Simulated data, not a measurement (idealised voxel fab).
Proc. module: voxel plated lines
Pictured: cross-section cut, 220 nm wide, on a grid of 5 nm square cells.
Cross-section spec: square-cell grid; bands listed top down; each band is one or more rows. Band: top and bottom heights (nm) first, top before bottom; then materials from left to right, widths in nm. "all across" marks a sole material filling the band edge to edge. "air" denotes empty space. We count height from 0. Below that, the starting wafer is all one material. The lowest band never ends at the bottom but goes on down; see "z 0 and below" for how that is written. Note: "30 to 40" means the width goes from the first number (top row of the band) to the second number (bottom row) in equal steps per row of cells. "same as before" for a step: no cell of the cross-section changed in that step. The entry "Closed-off voids" lists the empty spaces that cover at least 8 cells and have no open path to the top. Each is written as width x height at distance, where the distance is measured from the left edge and all three values are in nm. Text after the settings on a step's line: the simulator's own remark on that step. What "overlay nm" on a step's line means: if the step has a mask, that mask lay this far to the right of its planned place, or, when the value is negative, to the left.
**List of planned process steps**
- 1: RECEIVE (material Si)
- 2: CONFORMAL_DEP (material SiN; thk nm 15)
- 3: DIRECTIONAL_DEP (material TiN; thk nm 5)
- 4: PATTERN (tone open; mask id LINES; material resist; width nm 15; pitch nm 35; thk nm 15; overlay nm 0)
- 5: EPI (material Ru; thk nm 10)
- 6: EPI (material Ru; thk nm 10)
- 7: STRIP (etch materials resist)
- 8: DIRECTIONAL_ETCH (etch materials TiN; depth nm 5)
- 9: CONFORMAL_DEP (material SiCN; thk nm 10)
Quick note for whoever runs this: the wafers start identical, but the thk nm at step 4 isn't the same across them. The plan just shows what the first wafer had.
**As-received cross-section, first of several wafers, post step 1**
z 0 and below | Si all across
Closed-off voids: none
**Module end state after final step 9: cross-section of the first of several wafers**
z 50 to 40 | 70 air / 80 SiCN / 70 air
z 40 to 30 | 70 air / 10 to 15 SiCN / 25 to 15 Ru / 10 to 20 SiCN / 25 to 15 Ru / 10 to 15 SiCN / 70 air
z 30 to 25 | 70 air / 15 SiCN / 15 Ru / 5 SiCN / 10 air / 5 SiCN / 15 Ru / 15 SiCN / 70 air
z 25 to 20 | 85 SiCN / 15 Ru / 20 SiCN / 15 Ru / 85 SiCN
z 20 to 15 | 80 SiCN / 25 TiN / 10 SiCN / 25 TiN / 80 SiCN
z 15 to 0 | SiN all across
z 0 and below | Si all across
Closed-off voids: none
**Cross-section, last wafer, module completion**
z 50 to 40 | 75 air / 70 SiCN / 75 air
z 40 to 25 | 75 air / 10 SiCN / 15 Ru / 20 SiCN / 15 Ru / 10 SiCN / 75 air
z 25 to 20 | 85 SiCN / 15 Ru / 20 SiCN / 15 Ru / 85 SiCN
z 20 to 15 | 85 SiCN / 15 TiN / 20 SiCN / 15 TiN / 85 SiCN
z 15 to 0 | SiN all across
z 0 and below | Si all across
Closed-off voids: none
**Table: wafers, a row each; end-of-module cell change per material since receipt, gain (+), loss (-); then closed voids**
thk nm 15; +28 Ru; +128 SiCN; +132 SiN; +10 TiN; Closed-off voids: none
thk nm 20; +24 Ru; +128 SiCN; +132 SiN; +6 TiN; Closed-off voids: none
thk nm 25; +24 Ru; +128 SiCN; +132 SiN; +6 TiN; Closed-off voids: none
thk nm 30; +24 Ru; +128 SiCN; +132 SiN; +6 TiN; Closed-off voids: none
thk nm 35; +24 Ru; +128 SiCN; +132 SiN; +6 TiN; Closed-off voids: none
thk nm 40; +24 Ru; +128 SiCN; +132 SiN; +6 TiN; Closed-off voids: none
